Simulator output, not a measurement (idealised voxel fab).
process module | voxel trench capacitor
cross-section cut | 250 nm wide | cells 5 nm
A cross-section is a grid of square cells, given in bands from the top down. A band is one or more rows of cells.
Each band's line starts with the height of the band's top and of its bottom, in nm. Then come its materials from left to right, each with its width in nm. One material with "throughout" fills the band from edge to edge. "air" is empty space.
Height 0 is the level under which the wafer as received is all one material. The lowest band goes on downwards, as in "0 down".
A width such as "30 to 40" changes by the same amount from each row of cells to the next, from the band's top row to its bottom row.
"no change" after a step means that no cell of the cross-section changed.
closed voids: empty space of 8 cells or more with no open way to the top, each as width x height at its distance from the left edge, in nm
after a step's settings: what the simulator itself notes on the step
overlay nm, on a step with a mask: how far to the right of its planned place the mask lay; to the left if negative
plan
1 op RECEIVE | material Si
2 op CONFORMAL_DEP | material SiN | thk nm 10
3 op DIRECTIONAL_DEP | material aC | thk nm 10
4 op PATTERN | tone open | mask id TRENCH | material resist | width nm 15 | pitch nm 40 | thk nm 25 | overlay nm 0
5 op DIRECTIONAL_ETCH | etch materials aC | depth nm 10
6 op STRIP | etch materials resist
7 op DIRECTIONAL_ETCH | etch materials SiN | depth nm 10
8 op DIRECTIONAL_ETCH | etch materials Si | depth nm 40
9 op STRIP | etch materials aC
10 op CONFORMAL_DEP | material SiO2 | thk nm 5
11 op FILL_DEP | material polySi | thk nm 10
12 op CMP | height nm 10
as received, after step 1
  0 down: Si throughout
  closed voids: none
first wafer at the end, as planned
  10 to 0: SiN 75 | SiO2 5 | polySi 5 | SiO2 5 | SiN 25 | SiO2 5 | polySi 5 | SiO2 5 | SiN 25 | SiO2 5 | polySi 5 | SiO2 5 | SiN 80
  0 to -35: Si 75 | SiO2 5 | polySi 5 | SiO2 5 | Si 25 | SiO2 5 | polySi 5 | SiO2 5 | Si 25 | SiO2 5 | polySi 5 | SiO2 5 | Si 80
  -35 to -40: Si 75 | SiO2 15 | Si 25 | SiO2 15 | Si 25 | SiO2 15 | Si 80
  -40 down: Si throughout
  closed voids: none
second wafer at the end: like start, like plan, one mistake
  10 to 0: SiN 70 | SiO2 5 | polySi 5 | SiO2 5 | SiN 25 | SiO2 5 | polySi 5 | SiO2 5 | SiN 25 | SiO2 5 | polySi 5 | SiO2 5 | SiN 85
  0 to -35: Si 70 | SiO2 5 | polySi 5 | SiO2 5 | Si 25 | SiO2 5 | polySi 5 | SiO2 5 | Si 25 | SiO2 5 | polySi 5 | SiO2 5 | Si 85
  -35 to -40: Si 70 | SiO2 15 | Si 25 | SiO2 15 | Si 25 | SiO2 15 | Si 85
  -40 down: Si throughout
  closed voids: none
what went wrong: step 4 ran as: op PATTERN | tone open | mask id TRENCH | material resist | width nm 15 | pitch nm 40 | thk nm 25 | overlay nm -5
at the end the second wafer has, in cells: as many of each material as the first, in other places
